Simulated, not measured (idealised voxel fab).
Name of the process module below: voxel local oxidation
cross-section cut | 170 nm wide | cells 5 nm
How to read a cross-section here: the picture is a grid of square cells, written as bands going from the top down, and any band can span one or more rows of cells.
Heads up on the band format: heights come first, top then bottom, in nm. After that it's the materials left to right, each with its width in nm. A single material flagged "everywhere" fills the whole band edge to edge, and "empty" means there's empty space there.
The reference from which all heights are counted is 0, the level beneath which the as-received wafer is entirely one material; the lowest band, having no lower bound, proceeds downward and is written after the example "0 and below".
Width spec "30..40" -> top row of cells at first value, bottom row at second value, equal per-row change in between.
"left unchanged", as given for a step, is the statement that not any cell of the cross-section underwent a change during that step.
Enclosed voids (no open way to top), threshold 8 cells or more, entry "Listed closed voids", notation width x height at distance, distance from left edge, nm.
Read whatever lies past the settings on a step's line as the simulator's own remark about the step.
The setting "overlay nm" may be written on the line of a step. When the step uses a mask, the value reports how far to the right of the planned place the mask lay, and a negative value reports that it lay to the left.

[Here's what the planned process steps look like]
1 RECEIVE: material Si
2 OXIDIZE: depth nm 5
3 CONFORMAL_DEP: material SiN, thk nm 10
4 MASKED_ETCH: tone cover, mask id ACTIVE, width nm 100, etch materials SiN, depth nm 10, overlay nm 0
5 SELECTIVE_ETCH: etch materials SiO2, depth nm 5
6 OXIDIZE: depth nm 10
7 STRIP: etch materials SiN

[This is the cross-section of the wafer as we received it, i.e. after step 1]
  0 and below: Si everywhere
  Listed closed voids: none

[Post-module cross-section of the first of two wafers (run per plan)]
  0 down to -5: empty: 40 | SiO2: 90 | empty: 40
  -5 down to -15: SiO2: 50 | Si: 70 | SiO2: 50
  -15 and below: Si everywhere
  Listed closed voids: none

[Cross-sectional view: second of two wafers, end of module; start and plan identical to the first, one mistake in running]
  0 down to -5: SiO2: 30 | empty: 110 | SiO2: 30
  -5 down to -15: Si: 20 | SiO2: 130 | Si: 20
  -15 and below: Si everywhere
  Listed closed voids: none
Short version of what went wrong: step 4 deviated from plan and actually ran as MASKED_ETCH: tone open, mask id ACTIVE, width nm 100, etch materials SiN, depth nm 10, overlay nm 0
Bottom line after processing is that, in cells, the second wafer is up or down on some materials versus the first: -12 Si, +6 SiO2
